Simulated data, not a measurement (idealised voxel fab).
Proc. module: voxel self aligned vias
Square cell edge 5 nm, section width 180 nm, ID cut.
Reading order for cross-sections: top band down to bottom band. Underlying form: a grid of square cells. Band size: one or more rows of cells.
Heads up on the band format: heights come first, top then bottom, in nm. After that it's the materials left to right, each with its width in nm. A single material flagged "edge to edge" fills the whole band edge to edge, and "air" means there's empty space there.
The level at which height equals 0 is the one under which the wafer, as it arrives, is entirely one material. No lower edge exists for the bottom band, which continues downward and is notated as in "0 and below".
The notation "30->40" denotes a width that varies across the rows of cells in the band, beginning at the first number in the top row, finishing at the second number in the bottom row, and changing by an identical amount from each row to the next.
For the purposes of this document, the phrase "nothing altered" attached to a step denotes that no cell within the cross-section was modified by that step.
Empty spaces without an open route to the top, at least 8 cells in extent, make up the entry "Closed void table"; each is given as width x height at distance, where the distance is measured from the left edge, and all are in nm.
That trailing text on a step's line, after the settings, is the simulator's own remark on the step.
Regarding "overlay nm": on a step with a mask, it is the distance the mask lay to the right of its planned place; a negative value places it to the left.
### Steps planned for the process
1. op RECEIVE | material Si
2. op CONFORMAL_DEP | material SiO2 | thk nm 10
3. op CONFORMAL_DEP | material SiCN | thk nm 5
4. op DIRECTIONAL_DEP | material lowk | thk nm 25
5. op MASKED_ETCH | tone open | mask id LINES | width nm 30 | pitch nm 75 | etch materials lowk | depth nm 25 | overlay nm 0
6. op CONFORMAL_DEP | material TiN | thk nm 5
7. op FILL_DEP | material Ru | thk nm 5
8. op CMP | height nm 40
9. op SELECTIVE_ETCH | etch materials W Ru TiN | depth nm 5
10. op FILL_DEP | material SiN | thk nm 5
11. op CMP | height nm 40
12. op DIRECTIONAL_DEP | material lowk | thk nm 20
13. op DIRECTIONAL_DEP | material aC | thk nm 15
14. op PATTERN | tone open | mask id VIAS | material resist | width nm 50 | pitch nm 75 | thk nm 30 | overlay nm 0
15. op DIRECTIONAL_ETCH | etch materials aC | depth nm 15
16. op STRIP | etch materials resist
17. op DIRECTIONAL_ETCH | etch materials lowk | depth nm 20
18. op DIRECTIONAL_ETCH | etch materials SiN | depth nm 5
19. op STRIP | etch materials aC
20. op CONFORMAL_DEP | material TiN | thk nm 5
21. op FILL_DEP | material Ru | thk nm 5
22. op CMP | height nm 60
23. op CONFORMAL_DEP | material SiN | thk nm 5
### Cross-section: wafer on arrival = after step 1
  0 and below: Si edge to edge
  Closed void table: none
### First of two wafers, end-of-module section, run followed plan
  65 down to 60: SiN edge to edge
  60 down to 45: 25 nm lowk  5 nm TiN  40 nm Ru  5 nm TiN  25 nm lowk  5 nm TiN  40 nm Ru  5 nm TiN  30 nm lowk
  45 down to 40: 25 nm lowk  15 nm TiN  20 nm Ru  15 nm TiN  25 nm lowk  15 nm TiN  20 nm Ru  15 nm TiN  30 nm lowk
  40 down to 35: 35 nm lowk  30 nm TiN  45 nm lowk  30 nm TiN  40 nm lowk
  35 down to 20: 35 nm lowk  5 nm TiN  20 nm Ru  5 nm TiN  45 nm lowk  5 nm TiN  20 nm Ru  5 nm TiN  40 nm lowk
  20 down to 15: 35 nm lowk  30 nm TiN  45 nm lowk  30 nm TiN  40 nm lowk
  15 down to 10: SiCN edge to edge
  10 down to 0: SiO2 edge to edge
  0 and below: Si edge to edge
  Closed void table: none
### Cross-section at end of module for the second wafer of two, which matched the first in starting point and plan and differed by one mistake in its processing
  65 down to 60: SiO2 edge to edge
  60 down to 45: 25 nm lowk  5 nm TiN  40 nm Ru  5 nm TiN  25 nm lowk  5 nm TiN  40 nm Ru  5 nm TiN  30 nm lowk
  45 down to 40: 25 nm lowk  15 nm TiN  20 nm Ru  15 nm TiN  25 nm lowk  15 nm TiN  20 nm Ru  15 nm TiN  30 nm lowk
  40 down to 35: 35 nm lowk  30 nm TiN  45 nm lowk  30 nm TiN  40 nm lowk
  35 down to 20: 35 nm lowk  5 nm TiN  20 nm Ru  5 nm TiN  45 nm lowk  5 nm TiN  20 nm Ru  5 nm TiN  40 nm lowk
  20 down to 15: 35 nm lowk  30 nm TiN  45 nm lowk  30 nm TiN  40 nm lowk
  15 down to 10: SiCN edge to edge
  10 down to 0: SiO2 edge to edge
  0 and below: Si edge to edge
  Closed void table: none
Diagnosis: off-plan run, step 23, actual operation and settings op CONFORMAL_DEP | material SiO2 | thk nm 5
Materials where the second wafer ends with more or fewer cells than the first: 36 fewer of SiN | 36 more of SiO2
